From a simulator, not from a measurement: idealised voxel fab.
This is a process module. Its name is voxel capacitor over wiring.
The cross-section shown here is cut; it is 190 nm wide and divided into square cells measuring 5 nm on a side.
For the purposes of this document, a cross-section shall be understood as a grid of square cells, specified as bands listed in top-to-bottom order, each band consisting of one or more rows of cells. For a band, the entry starts with two heights in nm, that of the top and then that of the bottom, and carries on with the band's materials in order from left to right, each alongside its width in nm; the word "edge to edge" beside a single material means it fills the band edge to edge, and "air" means empty space. A quick word on heights: they are counted from 0, and under that level the wafer as it came to us is one material throughout. The lowest band is different from the rest in having no bottom; it simply continues downward, written as in "from 0 down". It should be noted that a width expressed as "30..40" varies in equal increments from row to row of cells within the band, taking the value of the first number at the top row and that of the second number at the bottom row. Reading "remains unaltered" for a step: not a cell of the cross-section changed in it. Sealed void list: empty space of 8 cells or more with no open way to the top, each as width x height at its distance from the left edge, in nm. Heads up: the bit after the settings on a step's line is the simulator's remark on that step. "overlay nm", when on a step's line for a step with a mask, measures how far to the right of its planned place the mask lay; a negative measure means to the left.
So here's the lineup of process steps we planned
1. RECEIVE: material Si
2. CONFORMAL_DEP: material SiO2, thk nm 10
3. DIRECTIONAL_DEP: material TiN, thk nm 5
4. DIRECTIONAL_DEP: material Ru, thk nm 25
5. PATTERN: tone cover, mask id METAL_1, material resist, width nm 20, pitch nm 75, thk nm 15, overlay nm 0
6. DIRECTIONAL_ETCH: etch materials Ru, depth nm 25
7. DIRECTIONAL_ETCH: etch materials TiN, depth nm 5
8. STRIP: etch materials resist
9. FILL_DEP: material SiO2, thk nm 10
10. CMP: height nm 40
11. CONFORMAL_DEP: material SiCN, thk nm 5
12. DIRECTIONAL_DEP: material SiO2, thk nm 10
13. PATTERN: tone open, mask id PLUG_1, material resist, width nm 15, thk nm 20, overlay nm 0
14. DIRECTIONAL_ETCH: etch materials SiO2, depth nm 10
15. DIRECTIONAL_ETCH: etch materials SiCN, depth nm 5
16. STRIP: etch materials resist
17. EPI: material Ru, thk nm 10
18. EPI: material Ru, thk nm 5
19. DIRECTIONAL_DEP: material TiN, thk nm 10
20. DIRECTIONAL_DEP: material HfO2, thk nm 5
21. DIRECTIONAL_DEP: material TiN, thk nm 10
22. PATTERN: tone cover, mask id UPPER_PLATE, material resist, width nm 60, thk nm 20, overlay nm 0
23. DIRECTIONAL_ETCH: etch materials TiN, depth nm 10
24. DIRECTIONAL_ETCH: etch materials HfO2, depth nm 5
25. STRIP: etch materials resist
26. DIRECTIONAL_DEP: material aC, thk nm 10
27. PATTERN: tone cover, mask id LOWER_PLATE, material resist, width nm 70, thk nm 30, overlay nm 0
28. DIRECTIONAL_ETCH: etch materials aC, depth nm 10
29. STRIP: etch materials resist
30. DIRECTIONAL_ETCH: etch materials TiN, depth nm 10
31. STRIP: etch materials aC
32. FILL_DEP: material SiO2, thk nm 15
33. CMP: height nm 90
34. MASKED_ETCH: tone open, mask id PLUG_2, width nm 15, etch materials SiO2, depth nm 10, overlay nm 0
35. CONFORMAL_DEP: material TiN, thk nm 5
36. FILL_DEP: material W, thk nm 5
37. CMP: height nm 90
38. CONFORMAL_DEP: material SiCN, thk nm 5
Account of the first of two wafers, which was processed as intended
Cross-section of the incoming wafer, state after step 1
> from 0 down  Si edge to edge
> Sealed void list: none
Take a look at the wafer's cross-section after step 2
> from 10 to 0  SiO2 edge to edge
> Everything below 0 is unchanged.
Take a look at the wafer's cross-section after step 3
> from 15 to 10  TiN edge to edge
> Everything below 10 is unchanged.
Take a look at the wafer's cross-section after step 4
> from 40 to 15  Ru edge to edge
> Everything below 15 is unchanged.
Take a look at the wafer's cross-section after step 5
> from 55 to 40  air=45, resist=20, air=55, resist=20, air=50
> Everything below 40 is unchanged.
Take a look at the wafer's cross-section after step 6
> from 55 to 40  air=45, resist=20, air=55, resist=20, air=50
> from 40 to 15  air=45, Ru=20, air=55, Ru=20, air=50
> Everything below 15 is unchanged.
Take a look at the wafer's cross-section after step 7
> from 55 to 40  air=45, resist=20, air=55, resist=20, air=50
> from 40 to 15  air=45, Ru=20, air=55, Ru=20, air=50
> from 15 to 10  air=45, TiN=20, air=55, TiN=20, air=50
> Everything below 10 is unchanged.
Take a look at the wafer's cross-section after step 8
> from 40 to 15  air=45, Ru=20, air=55, Ru=20, air=50
> Everything below 15 is unchanged.
Take a look at the wafer's cross-section after step 9
> from 50 to 40  SiO2 edge to edge
> from 40 to 15  SiO2=45, Ru=20, SiO2=55, Ru=20, SiO2=50
> from 15 to 10  SiO2=45, TiN=20, SiO2=55, TiN=20, SiO2=50
> Everything below 10 is unchanged.
Take a look at the wafer's cross-section after step 10
> from 40 to 15  SiO2=45, Ru=20, SiO2=55, Ru=20, SiO2=50
> Everything below 15 is unchanged.
Take a look at the wafer's cross-section after step 11
> from 45 to 40  SiCN edge to edge
> Everything below 40 is unchanged.
Take a look at the wafer's cross-section after step 12
> from 55 to 45  SiO2 edge to edge
> Everything below 45 is unchanged.
Take a look at the wafer's cross-section after step 13
> from 75 to 55  resist=50, air=15, resist=125
> Everything below 55 is unchanged.
Take a look at the wafer's cross-section after step 14
> from 75 to 55  resist=50, air=15, resist=125
> from 55 to 45  SiO2=50, air=15, SiO2=125
> Everything below 45 is unchanged.
Take a look at the wafer's cross-section after step 15
> from 75 to 55  resist=50, air=15, resist=125
> from 55 to 45  SiO2=50, air=15, SiO2=125
> from 45 to 40  SiCN=50, air=15, SiCN=125
> Everything below 40 is unchanged.
Take a look at the wafer's cross-section after step 16
> from 55 to 45  SiO2=50, air=15, SiO2=125
> Everything below 45 is unchanged.
Take a look at the wafer's cross-section after step 17
> from 55 to 50  SiO2=50, air=15, SiO2=125
> from 50 to 45  SiO2=50, Ru=15, SiO2=125
> from 45 to 40  SiCN=50, Ru=15, SiCN=125
> Everything below 40 is unchanged.
Take a look at the wafer's cross-section after step 18
> from 55 to 45  SiO2=50, Ru=15, SiO2=125
> Everything below 45 is unchanged.
Take a look at the wafer's cross-section after step 19
> from 65 to 55  TiN edge to edge
> Everything below 55 is unchanged.
Take a look at the wafer's cross-section after step 20
> from 70 to 65  HfO2 edge to edge
> Everything below 65 is unchanged.
Take a look at the wafer's cross-section after step 21
> from 80 to 70  TiN edge to edge
> Everything below 70 is unchanged.
Take a look at the wafer's cross-section after step 22
> from 100 to 80  air=50, resist=60, air=80
> Everything below 80 is unchanged.
Take a look at the wafer's cross-section after step 23
> from 100 to 80  air=50, resist=60, air=80
> from 80 to 70  air=50, TiN=60, air=80
> Everything below 70 is unchanged.
Take a look at the wafer's cross-section after step 24
> from 100 to 80  air=50, resist=60, air=80
> from 80 to 70  air=50, TiN=60, air=80
> from 70 to 65  air=50, HfO2=60, air=80
> Everything below 65 is unchanged.
Take a look at the wafer's cross-section after step 25
> from 80 to 70  air=50, TiN=60, air=80
> Everything below 70 is unchanged.
Take a look at the wafer's cross-section after step 26
> from 90 to 80  air=50, aC=60, air=80
> from 80 to 75  air=50, TiN=60, air=80
> from 75 to 70  aC=50, TiN=60, aC=80
> from 70 to 65  aC=50, HfO2=60, aC=80
> Everything below 65 is unchanged.
Take a look at the wafer's cross-section after step 27
> from 120 to 90  air=45, resist=70, air=75
> from 90 to 80  air=45, resist=5, aC=60, resist=5, air=75
> from 80 to 75  air=45, resist=5, TiN=60, resist=5, air=75
> Everything below 75 is unchanged.
Take a look at the wafer's cross-section after step 28
> from 110 to 90  air=45, resist=70, air=75
> from 90 to 80  air=45, resist=5, aC=60, resist=5, air=75
> from 80 to 75  air=45, resist=5, TiN=60, resist=5, air=75
> from 75 to 70  air=45, aC=5, TiN=60, aC=5, air=75
> from 70 to 65  air=45, aC=5, HfO2=60, aC=5, air=75
> Everything below 65 is unchanged.
Take a look at the wafer's cross-section after step 29
> from 90 to 80  air=50, aC=60, air=80
> from 80 to 75  air=50, TiN=60, air=80
> Everything below 75 is unchanged.
Take a look at the wafer's cross-section after step 30
> from 90 to 80  air=50, aC=60, air=80
> from 80 to 75  air=50, TiN=60, air=80
> from 75 to 70  air=45, aC=5, TiN=60, aC=5, air=75
> from 70 to 65  air=45, aC=5, HfO2=60, aC=5, air=75
> from 65 to 55  air=45, TiN=70, air=75
> Everything below 55 is unchanged.
Take a look at the wafer's cross-section after step 31
> from 80 to 70  air=50, TiN=60, air=80
> from 70 to 65  air=50, HfO2=60, air=80
> Everything below 65 is unchanged.
Take a look at the wafer's cross-section after step 32
> from 95 to 80  SiO2 edge to edge
> from 80 to 70  SiO2=50, TiN=60, SiO2=80
> from 70 to 65  SiO2=50, HfO2=60, SiO2=80
> from 65 to 55  SiO2=45, TiN=70, SiO2=75
> Everything below 55 is unchanged.
Take a look at the wafer's cross-section after step 33
> from 90 to 80  SiO2 edge to edge
> Everything below 80 is unchanged.
Take a look at the wafer's cross-section after step 34
> from 90 to 80  SiO2=60, air=15, SiO2=115
> Everything below 80 is unchanged.
Take a look at the wafer's cross-section after step 35
> from 95 to 90  TiN=65, air=5, TiN=120
> from 90 to 85  SiO2=60, TiN=5, air=5, TiN=5, SiO2=115
> from 85 to 80  SiO2=60, TiN=15, SiO2=115
> Everything below 80 is unchanged.
Take a look at the wafer's cross-section after step 36
> from 100 to 95  W edge to edge
> from 95 to 90  TiN=65, W=5, TiN=120
> from 90 to 85  SiO2=60, TiN=5, W=5, TiN=5, SiO2=115
> Everything below 85 is unchanged.
Take a look at the wafer's cross-section after step 37
> from 90 to 85  SiO2=60, TiN=5, W=5, TiN=5, SiO2=115
> Everything below 85 is unchanged.
Take a look at the wafer's cross-section after step 38
> from 95 to 90  SiCN edge to edge
> Everything below 90 is unchanged.
Okay, second wafer. Nothing different at the start, nothing different in the plan, just one mistake somewhere in the running. As far as step 10, counting that step, it's the first wafer all over again
Cross-section: second wafer, time at which step 11 was scheduled to end
> from 50 to 40  SiO2 edge to edge
> Everything below 40 is unchanged.
Cross-section: second wafer, time at which step 12 was scheduled to end
> from 55 to 50  SiCN edge to edge
> Everything below 50 is unchanged.
Cross-section: second wafer, time at which step 13 was scheduled to end
> from 75 to 55  resist=50, air=15, resist=125
> Everything below 55 is unchanged.
Cross-section: second wafer, time at which step 14 was scheduled to end: remains unaltered
Cross-section: second wafer, time at which step 15 was scheduled to end
> from 75 to 55  resist=50, air=15, resist=125
> from 55 to 50  SiCN=50, air=15, SiCN=125
> Everything below 50 is unchanged.
Cross-section: second wafer, time at which step 16 was scheduled to end
> from 55 to 50  SiCN=50, air=15, SiCN=125
> Everything below 50 is unchanged.
Cross-section: second wafer, time at which step 17 was scheduled to end: remains unaltered
Cross-section: second wafer, time at which step 18 was scheduled to end: remains unaltered
Cross-section: second wafer, time at which step 19 was scheduled to end
> from 65 to 60  TiN=50, air=15, TiN=125
> from 60 to 55  TiN edge to edge
> from 55 to 50  SiCN=50, TiN=15, SiCN=125
> Everything below 50 is unchanged.
Cross-section: second wafer, time at which step 20 was scheduled to end
> from 70 to 65  HfO2=50, air=15, HfO2=125
> from 65 to 60  TiN=50, HfO2=15, TiN=125
> Everything below 60 is unchanged.
Cross-section: second wafer, time at which step 21 was scheduled to end
> from 80 to 75  TiN=50, air=15, TiN=125
> from 75 to 70  TiN edge to edge
> from 70 to 65  HfO2=50, TiN=15, HfO2=125
> Everything below 65 is unchanged.
Cross-section: second wafer, time at which step 22 was scheduled to end
> from 100 to 80  air=50, resist=60, air=80
> from 80 to 75  TiN=50, resist=15, TiN=125
> Everything below 75 is unchanged.
Cross-section: second wafer, time at which step 23 was scheduled to end
> from 100 to 80  air=50, resist=60, air=80
> from 80 to 75  air=50, resist=15, TiN=45, air=80
> from 75 to 70  air=50, TiN=60, air=80
> Everything below 70 is unchanged.
Cross-section: second wafer, time at which step 24 was scheduled to end
> from 100 to 80  air=50, resist=60, air=80
> from 80 to 75  air=50, resist=15, TiN=45, air=80
> from 75 to 70  air=50, TiN=60, air=80
> from 70 to 65  air=50, TiN=15, HfO2=45, air=80
> Everything below 65 is unchanged.
Cross-section: second wafer, time at which step 25 was scheduled to end
> from 80 to 70  air=65..50, TiN=45..60, air=80
> Everything below 70 is unchanged.
Cross-section: second wafer, time at which step 26 was scheduled to end
> from 90 to 80  air=65..50, aC=45..60, air=80
> from 80 to 75  air=50, aC=15, TiN=45, air=80
> from 75 to 70  aC=50, TiN=60, aC=80
> from 70 to 65  aC=50, TiN=15, HfO2=45, aC=80
> Everything below 65 is unchanged.
Cross-section: second wafer, time at which step 27 was scheduled to end
> from 120 to 90  air=45, resist=70, air=75
> from 90 to 80  air=45, resist=20..5, aC=45..60, resist=5, air=75
> from 80 to 75  air=45, resist=5, aC=15, TiN=45, resist=5, air=75
> Everything below 75 is unchanged.
Cross-section: second wafer, time at which step 28 was scheduled to end
> from 110 to 90  air=45, resist=70, air=75
> from 90 to 80  air=45, resist=20..5, aC=45..60, resist=5, air=75
> from 80 to 75  air=45, resist=5, aC=15, TiN=45, resist=5, air=75
> from 75 to 70  air=45, aC=5, TiN=60, aC=5, air=75
> from 70 to 65  air=45, aC=5, TiN=15, HfO2=45, aC=5, air=75
> Everything below 65 is unchanged.
Cross-section: second wafer, time at which step 29 was scheduled to end
> from 90 to 80  air=65..50, aC=45..60, air=80
> from 80 to 75  air=50, aC=15, TiN=45, air=80
> Everything below 75 is unchanged.
Cross-section: second wafer, time at which step 30 was scheduled to end
> from 90 to 80  air=65..50, aC=45..60, air=80
> from 80 to 75  air=50, aC=15, TiN=45, air=80
> from 75 to 70  air=45, aC=5, TiN=60, aC=5, air=75
> from 70 to 65  air=45, aC=5, TiN=15, HfO2=45, aC=5, air=75
> from 65 to 60  air=45, TiN=5, HfO2=15, TiN=50, air=75
> from 60 to 55  air=45, TiN=70, air=75
> Everything below 55 is unchanged.
Cross-section: second wafer, time at which step 31 was scheduled to end
> from 80 to 70  air=65..50, TiN=45..60, air=80
> from 70 to 65  air=50, TiN=15, HfO2=45, air=80
> Everything below 65 is unchanged.
Cross-section: second wafer, time at which step 32 was scheduled to end
> from 95 to 80  SiO2 edge to edge
> from 80 to 70  SiO2=65..50, TiN=45..60, SiO2=80
> from 70 to 65  SiO2=50, TiN=15, HfO2=45, SiO2=80
> from 65 to 60  SiO2=45, TiN=5, HfO2=15, TiN=50, SiO2=75
> from 60 to 55  SiO2=45, TiN=70, SiO2=75
> Everything below 55 is unchanged.
Cross-section: second wafer, time at which step 33 was scheduled to end
> from 90 to 80  SiO2 edge to edge
> Everything below 80 is unchanged.
Cross-section: second wafer, time at which step 34 was scheduled to end
> from 90 to 80  SiO2=60, air=15, SiO2=115
> Everything below 80 is unchanged.
Cross-section: second wafer, time at which step 35 was scheduled to end
> from 95 to 90  TiN=65, air=5, TiN=120
> from 90 to 85  SiO2=60, TiN=5, air=5, TiN=5, SiO2=115
> from 85 to 75  SiO2=60..65, TiN=15..45, SiO2=115..80
> Everything below 75 is unchanged.
Cross-section: second wafer, time at which step 36 was scheduled to end
> from 100 to 95  W edge to edge
> from 95 to 90  TiN=65, W=5, TiN=120
> from 90 to 85  SiO2=60, TiN=5, W=5, TiN=5, SiO2=115
> Everything below 85 is unchanged.
Cross-section: second wafer, time at which step 37 was scheduled to end
> from 90 to 85  SiO2=60, TiN=5, W=5, TiN=5, SiO2=115
> Everything below 85 is unchanged.
Cross-section: second wafer, time at which step 38 was scheduled to end
> from 95 to 90  SiCN edge to edge
> Everything below 90 is unchanged.
In executing the process, a mistake was made relative to the plan: step 12 occupied the plan position of step 11, and the converse holds as well
Final comparison by cell count, materials where the second wafer has more or fewer than the first: 9 fewer of Ru; 9 more of SiO2
